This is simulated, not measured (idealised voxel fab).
process module | voxel gate over fins
cross-section cut | 290 nm wide | cells 5 nm
A cross-section is a grid of square cells, given in bands from the top down. A band is one or more rows of cells.
Each band's line starts with the height of the band's top and of its bottom, in nm. Then come its materials from left to right, each with its width in nm. One material with "throughout" fills the band from edge to edge. "air" is empty space.
Height 0 is the level under which the wafer as received is all one material. The lowest band goes on downwards, as in "0 down".
A width such as "30 to 40" changes by the same amount from each row of cells to the next, from the band's top row to its bottom row.
"no change" after a step means that no cell of the cross-section changed.
closed voids: empty space of 8 cells or more with no open way to the top, each as width x height at its distance from the left edge, in nm
after a step's settings: what the simulator itself notes on the step
overlay nm, on a step with a mask: how far to the right of its planned place the mask lay; to the left if negative
plan
1 op RECEIVE | material Si
2 op CONFORMAL_DEP | material SiN | thk nm 10
3 op DIRECTIONAL_DEP | material aC | thk nm 10
4 op PATTERN | tone cover | mask id FINS | material resist | width nm 15 | pitch nm 45 | thk nm 30 | overlay nm 0
5 op DIRECTIONAL_ETCH | etch materials aC | depth nm 10
6 op STRIP | etch materials resist
7 op DIRECTIONAL_ETCH | etch materials SiN | depth nm 10
8 op DIRECTIONAL_ETCH | etch materials Si | depth nm 40
9 op STRIP | etch materials aC
10 op OXIDIZE | depth nm 5
11 op FILL_DEP | material SiO2 | thk nm 5
12 op CMP | height nm 10
13 op SELECTIVE_ETCH | etch materials SiO2 | depth nm 25
14 op STRIP | etch materials SiN
15 op CONFORMAL_DEP | material HfO2 | thk nm 5
16 op CONFORMAL_DEP | material TiN | thk nm 5
17 op CONFORMAL_DEP | material TiAl | thk nm 5
18 op CONFORMAL_DEP | material TiN | thk nm 5
19 op FILL_DEP | material W | thk nm 10
20 op CMP | height nm 25
21 op CONFORMAL_DEP | material SiN | thk nm 5
first wafer, as planned
as received, after step 1
  0 down: Si throughout
  closed voids: none
after step 2
  10 to 0: SiN throughout
  below 0: unchanged
after step 3
  20 to 10: aC throughout
  below 10: unchanged
after step 4
  50 to 20: air 90 | resist 15 | air 30 | resist 15 | air 30 | resist 15 | air 95
  below 20: unchanged
after step 5
  40 to 20: air 90 | resist 15 | air 30 | resist 15 | air 30 | resist 15 | air 95
  20 to 10: air 90 | aC 15 | air 30 | aC 15 | air 30 | aC 15 | air 95
  below 10: unchanged
after step 6
  20 to 10: air 90 | aC 15 | air 30 | aC 15 | air 30 | aC 15 | air 95
  below 10: unchanged
after step 7
  20 to 10: air 90 | aC 15 | air 30 | aC 15 | air 30 | aC 15 | air 95
  10 to 0: air 90 | SiN 15 | air 30 | SiN 15 | air 30 | SiN 15 | air 95
  below 0: unchanged
after step 8
  20 to 10: air 90 | aC 15 | air 30 | aC 15 | air 30 | aC 15 | air 95
  10 to 0: air 90 | SiN 15 | air 30 | SiN 15 | air 30 | SiN 15 | air 95
  0 to -40: air 90 | Si 15 | air 30 | Si 15 | air 30 | Si 15 | air 95
  below -40: unchanged
after step 9
  10 to 0: air 90 | SiN 15 | air 30 | SiN 15 | air 30 | SiN 15 | air 95
  below 0: unchanged
after step 10
  10 to 0: air 90 | SiN 15 | air 30 | SiN 15 | air 30 | SiN 15 | air 95
  0 to -40: air 90 | SiO2 5 | Si 5 | SiO2 5 | air 30 | SiO2 5 | Si 5 | SiO2 5 | air 30 | SiO2 5 | Si 5 | SiO2 5 | air 95
  -40 to -45: SiO2 95 | Si 5 | SiO2 40 | Si 5 | SiO2 40 | Si 5 | SiO2 100
  below -45: unchanged
after step 11
  15 to 10: SiO2 throughout
  10 to 0: SiO2 90 | SiN 15 | SiO2 30 | SiN 15 | SiO2 30 | SiN 15 | SiO2 95
  0 to -45: SiO2 95 | Si 5 | SiO2 40 | Si 5 | SiO2 40 | Si 5 | SiO2 100
  below -45: unchanged
after step 12
  10 to 0: SiO2 90 | SiN 15 | SiO2 30 | SiN 15 | SiO2 30 | SiN 15 | SiO2 95
  below 0: unchanged
after step 13
  10 to 0: air 90 | SiN 15 | air 30 | SiN 15 | air 30 | SiN 15 | air 95
  0 to -15: air 95 | Si 5 | air 40 | Si 5 | air 40 | Si 5 | air 100
  below -15: unchanged
after step 14
  0 to -15: air 95 | Si 5 | air 40 | Si 5 | air 40 | Si 5 | air 100
  below -15: unchanged
after step 15
  5 to 0: air 90 | HfO2 15 | air 30 | HfO2 15 | air 30 | HfO2 15 | air 95
  0 to -10: air 90 | HfO2 5 | Si 5 | HfO2 5 | air 30 | HfO2 5 | Si 5 | HfO2 5 | air 30 | HfO2 5 | Si 5 | HfO2 5 | air 95
  -10 to -15: HfO2 95 | Si 5 | HfO2 40 | Si 5 | HfO2 40 | Si 5 | HfO2 100
  below -15: unchanged
after step 16
  10 to 5: air 85 | TiN 25 | air 20 | TiN 25 | air 20 | TiN 25 | air 90
  5 to 0: air 85 | TiN 5 | HfO2 15 | TiN 5 | air 20 | TiN 5 | HfO2 15 | TiN 5 | air 20 | TiN 5 | HfO2 15 | TiN 5 | air 90
  0 to -5: air 85 | TiN 5 | HfO2 5 | Si 5 | HfO2 5 | TiN 5 | air 20 | TiN 5 | HfO2 5 | Si 5 | HfO2 5 | TiN 5 | air 20 | TiN 5 | HfO2 5 | Si 5 | HfO2 5 | TiN 5 | air 90
  -5 to -10: TiN 90 | HfO2 5 | Si 5 | HfO2 5 | TiN 30 | HfO2 5 | Si 5 | HfO2 5 | TiN 30 | HfO2 5 | Si 5 | HfO2 5 | TiN 95
  below -10: unchanged
after step 17
  15 to 10: air 80 | TiAl 35 | air 10 | TiAl 35 | air 10 | TiAl 35 | air 85
  10 to 5: air 80 | TiAl 5 | TiN 25 | TiAl 5 | air 10 | TiAl 5 | TiN 25 | TiAl 5 | air 10 | TiAl 5 | TiN 25 | TiAl 5 | air 85
  5 to 0: air 80 | TiAl 5 | TiN 5 | HfO2 15 | TiN 5 | TiAl 5 | air 10 | TiAl 5 | TiN 5 | HfO2 15 | TiN 5 | TiAl 5 | air 10 | TiAl 5 | TiN 5 | HfO2 15 | TiN 5 | TiAl 5 | air 85
  0 to -5: TiAl 85 | TiN 5 | HfO2 5 | Si 5 | HfO2 5 | TiN 5 | TiAl 20 | TiN 5 | HfO2 5 | Si 5 | HfO2 5 | TiN 5 | TiAl 20 | TiN 5 | HfO2 5 | Si 5 | HfO2 5 | TiN 5 | TiAl 90
  below -5: unchanged
after step 18
  20 to 15: air 75 | TiN 135 | air 80
  15 to 10: air 75 | TiN 5 | TiAl 35 | TiN 10 | TiAl 35 | TiN 10 | TiAl 35 | TiN 5 | air 80
  10 to 5: air 75 | TiN 5 | TiAl 5 | TiN 25 | TiAl 5 | TiN 10 | TiAl 5 | TiN 25 | TiAl 5 | TiN 10 | TiAl 5 | TiN 25 | TiAl 5 | TiN 5 | air 80
  5 to 0: TiN 80 | TiAl 5 | TiN 5 | HfO2 15 | TiN 5 | TiAl 5 | TiN 10 | TiAl 5 | TiN 5 | HfO2 15 | TiN 5 | TiAl 5 | TiN 10 | TiAl 5 | TiN 5 | HfO2 15 | TiN 5 | TiAl 5 | TiN 85
  below 0: unchanged
after step 19
  30 to 20: W throughout
  20 to 15: W 75 | TiN 135 | W 80
  15 to 10: W 75 | TiN 5 | TiAl 35 | TiN 10 | TiAl 35 | TiN 10 | TiAl 35 | TiN 5 | W 80
  10 to 5: W 75 | TiN 5 | TiAl 5 | TiN 25 | TiAl 5 | TiN 10 | TiAl 5 | TiN 25 | TiAl 5 | TiN 10 | TiAl 5 | TiN 25 | TiAl 5 | TiN 5 | W 80
  below 5: unchanged
after step 20
  25 to 20: W throughout
  below 20: unchanged
after step 21
  30 to 25: SiN throughout
  below 25: unchanged
second wafer: like start, like plan, one mistake. Through step 16 it matches the first wafer
when step 17 should have ended
  15 to 10: air 80 | HfO2 35 | air 10 | HfO2 35 | air 10 | HfO2 35 | air 85
  10 to 5: air 80 | HfO2 5 | TiN 25 | HfO2 5 | air 10 | HfO2 5 | TiN 25 | HfO2 5 | air 10 | HfO2 5 | TiN 25 | HfO2 5 | air 85
  5 to 0: air 80 | HfO2 5 | TiN 5 | HfO2 15 | TiN 5 | HfO2 5 | air 10 | HfO2 5 | TiN 5 | HfO2 15 | TiN 5 | HfO2 5 | air 10 | HfO2 5 | TiN 5 | HfO2 15 | TiN 5 | HfO2 5 | air 85
  0 to -5: HfO2 85 | TiN 5 | HfO2 5 | Si 5 | HfO2 5 | TiN 5 | HfO2 20 | TiN 5 | HfO2 5 | Si 5 | HfO2 5 | TiN 5 | HfO2 20 | TiN 5 | HfO2 5 | Si 5 | HfO2 5 | TiN 5 | HfO2 90
  below -5: unchanged
when step 18 should have ended
  20 to 15: air 75 | TiN 135 | air 80
  15 to 10: air 75 | TiN 5 | HfO2 35 | TiN 10 | HfO2 35 | TiN 10 | HfO2 35 | TiN 5 | air 80
  10 to 5: air 75 | TiN 5 | HfO2 5 | TiN 25 | HfO2 5 | TiN 10 | HfO2 5 | TiN 25 | HfO2 5 | TiN 10 | HfO2 5 | TiN 25 | HfO2 5 | TiN 5 | air 80
  5 to 0: TiN 80 | HfO2 5 | TiN 5 | HfO2 15 | TiN 5 | HfO2 5 | TiN 10 | HfO2 5 | TiN 5 | HfO2 15 | TiN 5 | HfO2 5 | TiN 10 | HfO2 5 | TiN 5 | HfO2 15 | TiN 5 | HfO2 5 | TiN 85
  below 0: unchanged
when step 19 should have ended
  30 to 20: W throughout
  20 to 15: W 75 | TiN 135 | W 80
  15 to 10: W 75 | TiN 5 | HfO2 35 | TiN 10 | HfO2 35 | TiN 10 | HfO2 35 | TiN 5 | W 80
  10 to 5: W 75 | TiN 5 | HfO2 5 | TiN 25 | HfO2 5 | TiN 10 | HfO2 5 | TiN 25 | HfO2 5 | TiN 10 | HfO2 5 | TiN 25 | HfO2 5 | TiN 5 | W 80
  below 5: unchanged
when step 20 should have ended
  25 to 20: W throughout
  below 20: unchanged
when step 21 should have ended
  30 to 25: SiN throughout
  below 25: unchanged
what went wrong: step 17 ran as: op CONFORMAL_DEP | material HfO2 | thk nm 5
at the end the second wafer has, in cells: 76 more of HfO2 | 76 fewer of TiAl
